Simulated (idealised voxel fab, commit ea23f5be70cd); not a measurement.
Title: Process Module voxel air gaps
Cross-section cut: width 210 nm, square cells of 5 nm.
Cross-section format: a grid of square cells, given as bands from top to bottom; each band is one or more rows of cells.
A band entry consists of two parts. The first gives the height of the band's top and the height of its bottom, in nm. The rest lists the band's materials from left to right, each with its width in nm. A single material labelled with the word "edge to edge" fills the band from edge to edge, and the word "air" marks empty space.
Counting heights begins at 0, where everything beneath is, in the wafer as received, one material. The lowest band has no bottom; it goes on downwards, as "0 nm and below" shows.
Quick explanation for "30->40": the width changes in equal steps down the rows of cells, from the first number in the band's top row to the second number in its bottom row.
What does "changes: none" mean for a step? It means no cell of the cross-section changed in that step.
In the "Encapsulated voids" entry, you get each enclosed empty space of 8 cells or more, one with no open way to the top, written width x height at distance, distance from the left edge, in nm.
The remark found on a step's line after its settings is issued by the simulator itself and pertains to that step.
overlay nm: on a step with a mask, how far right of its planned place the mask lay; negative means left.

The steps planned for the process are as follows
1) RECEIVE with material Si
2) CONFORMAL_DEP with material SiO2, thk nm 15
3) CONFORMAL_DEP with material SiCN, thk nm 5
4) DIRECTIONAL_DEP with material SiO2, thk nm 40
5) DIRECTIONAL_DEP with material aC, thk nm 15
6) PATTERN with tone open, mask id LINES, material resist, width nm 20, pitch nm 50, thk nm 35, overlay nm -5
7) DIRECTIONAL_ETCH with etch materials aC, depth nm 15
8) STRIP with etch materials resist
9) DIRECTIONAL_ETCH with etch materials SiO2, depth nm 40
10) STRIP with etch materials aC
11) CONFORMAL_DEP with material TiN, thk nm 5
12) FILL_DEP with material Ru, thk nm 10
13) CMP with height nm 60
14) EPI with material Ru, thk nm 10
15) SELECTIVE_ETCH with etch materials SiO2, depth nm 50
16) CONFORMAL_DEP with material SiCN, thk nm 5
Variable across wafers: step 6 overlay nm (plan value is that of the first wafer; starting state common to all).

First wafer as received, after step 1
	0 nm and below  Si edge to edge
	Encapsulated voids: none

The figure below presents a cross-section of the first of several wafers at the conclusion of the module, following its last step, step 16
	75 nm to 70 nm  SiCN=200, air=10
	70 nm to 60 nm  SiCN=5, Ru=40, SiCN=10, Ru=40, SiCN=10, Ru=40, SiCN=10, Ru=40, SiCN=5, air=10
	60 nm to 55 nm  SiCN=15, TiN=5, Ru=10, TiN=5, SiCN=30, TiN=5, Ru=10, TiN=5, SiCN=30, TiN=5, Ru=10, TiN=5, SiCN=30, TiN=5, Ru=10, TiN=5, SiCN=15, air=10
	55 nm to 25 nm  air=10, SiCN=5, TiN=5, Ru=10, TiN=5, SiCN=5, air=20, SiCN=5, TiN=5, Ru=10, TiN=5, SiCN=5, air=20, SiCN=5, TiN=5, Ru=10, TiN=5, SiCN=5, air=20, SiCN=5, TiN=5, Ru=10, TiN=5, SiCN=5, air=20
	25 nm to 20 nm  SiCN=15, TiN=20, SiCN=30, TiN=20, SiCN=30, TiN=20, SiCN=30, TiN=20, SiCN=25
	20 nm to 15 nm  SiCN edge to edge
	15 nm to 0 nm  SiO2 edge to edge
	0 nm and below  Si edge to edge
	Encapsulated voids: 10 x 30 at 0; 20 x 30 at 40; 20 x 30 at 90; 20 x 30 at 140

At the end of the module, the last of several wafers in cross-section
	75 nm to 70 nm  air=10, SiCN=200
	70 nm to 60 nm  air=10, SiCN=5, Ru=40, SiCN=10, Ru=40, SiCN=10, Ru=40, SiCN=10, Ru=40, SiCN=5
	60 nm to 55 nm  air=10, SiCN=15, TiN=5, Ru=10, TiN=5, SiCN=30, TiN=5, Ru=10, TiN=5, SiCN=30, TiN=5, Ru=10, TiN=5, SiCN=30, TiN=5, Ru=10, TiN=5, SiCN=15
	55 nm to 25 nm  air=20, SiCN=5, TiN=5, Ru=10, TiN=5, SiCN=5, air=20, SiCN=5, TiN=5, Ru=10, TiN=5, SiCN=5, air=20, SiCN=5, TiN=5, Ru=10, TiN=5, SiCN=5, air=20, SiCN=5, TiN=5, Ru=10, TiN=5, SiCN=5, air=10
	25 nm to 20 nm  SiCN=25, TiN=20, SiCN=30, TiN=20, SiCN=30, TiN=20, SiCN=30, TiN=20, SiCN=15
	20 nm to 15 nm  SiCN edge to edge
	15 nm to 0 nm  SiO2 edge to edge
	0 nm and below  Si edge to edge
	Encapsulated voids: 20 x 30 at 50; 20 x 30 at 100; 20 x 30 at 150; 10 x 30 at 200

Tabulated below, wafer by wafer, are the end-of-module results: for each material, the number of cells gained (+) or lost (-) relative to the as-received state, followed by the closed voids
overlay nm -5, +120 Ru, +196 SiCN, +126 SiO2, +72 TiN, Encapsulated voids: 10 x 30 at 0; 20 x 30 at 40; 20 x 30 at 90; 20 x 30 at 140
overlay nm 0, +120 Ru, +196 SiCN, +126 SiO2, +72 TiN, Encapsulated voids: 20 x 30 at 45; 20 x 30 at 95; 20 x 30 at 145
overlay nm 5, +120 Ru, +196 SiCN, +126 SiO2, +72 TiN, Encapsulated voids: 20 x 30 at 50; 20 x 30 at 100; 20 x 30 at 150; 10 x 30 at 200
